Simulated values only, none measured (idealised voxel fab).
Process module heading - voxel quadruple lines
cross-section cut | 200 nm wide | cells 5 nm
How to read a cross-section here: the picture is a grid of square cells, written as bands going from the top down, and any band can span one or more rows of cells. It is stipulated that each band's entry specify, in nanometres, the height of the top of the band and then that of its bottom, followed by the materials of the band in left-to-right sequence, each together with its width in nanometres. A single material marked by the word "throughout" is understood to fill the band from edge to edge; the word "empty" is understood to denote empty space. Height datum 0, below which the as-received substrate wafer is one material. Lowest band open at the bottom, running downward: "from 0 down". Width spec "30..40" -> top row of cells at first value, bottom row at second value, equal per-row change in between. What does "nothing altered" mean for a step? It means no cell of the cross-section changed in that step. For the entry "Fully closed voids", the listed items are empty spaces with no open way to the top whose size is 8 cells or more; each item follows the pattern width x height at distance, where distance is from the left edge and all three are in nm. Read whatever lies past the settings on a step's line as the simulator's own remark about the step. overlay nm: mask right of planned place by this much (step with mask). Neg. = left.

## This section lists the process steps that were planned
1) RECEIVE,material Si
2) CONFORMAL_DEP,material Al2O3,thk nm 10
3) DIRECTIONAL_DEP,material TiN,thk nm 10
4) DIRECTIONAL_DEP,material polySi,thk nm 15
5) DIRECTIONAL_DEP,material aC,thk nm 20
6) PATTERN,tone cover,mask id MANDREL,material resist,width nm 30,thk nm 30,overlay nm -15
7) DIRECTIONAL_ETCH,etch materials aC,depth nm 20
8) STRIP,etch materials resist
9) CONFORMAL_DEP,material SiO2,thk nm 10
10) DIRECTIONAL_ETCH,etch materials SiO2,depth nm 10
11) STRIP,etch materials aC
12) DIRECTIONAL_ETCH,etch materials polySi,depth nm 15
13) STRIP,etch materials SiO2
14) CONFORMAL_DEP,material SiCN,thk nm 10
15) DIRECTIONAL_ETCH,etch materials SiCN,depth nm 10
16) STRIP,etch materials polySi
17) DIRECTIONAL_ETCH,etch materials TiN,depth nm 10
18) STRIP,etch materials SiCN
The wafers are alike at the start. At step 6, their overlay nm differs. The plan lists the first wafer's value.

## Cross-section of the first of several wafers as received (after step 1)
    from 0 down  Si throughout
    Fully closed voids: none

## Heads up, this table goes wafer by wafer. A row tells you, at the end of the module, how many cells of each material that wafer has put on (+) or dropped (-) since it was received, and then its closed voids
overlay nm -15 | +80 Al2O3 | +16 TiN | Fully closed voids: none
overlay nm -10 | +80 Al2O3 | +16 TiN | Fully closed voids: none
overlay nm -5 | +80 Al2O3 | +16 TiN | Fully closed voids: none
overlay nm 0 | +80 Al2O3 | +16 TiN | Fully closed voids: none
overlay nm 5 | +80 Al2O3 | +16 TiN | Fully closed voids: none
overlay nm 10 | +80 Al2O3 | +16 TiN | Fully closed voids: none
overlay nm 15 | +80 Al2O3 | +16 TiN | Fully closed voids: none
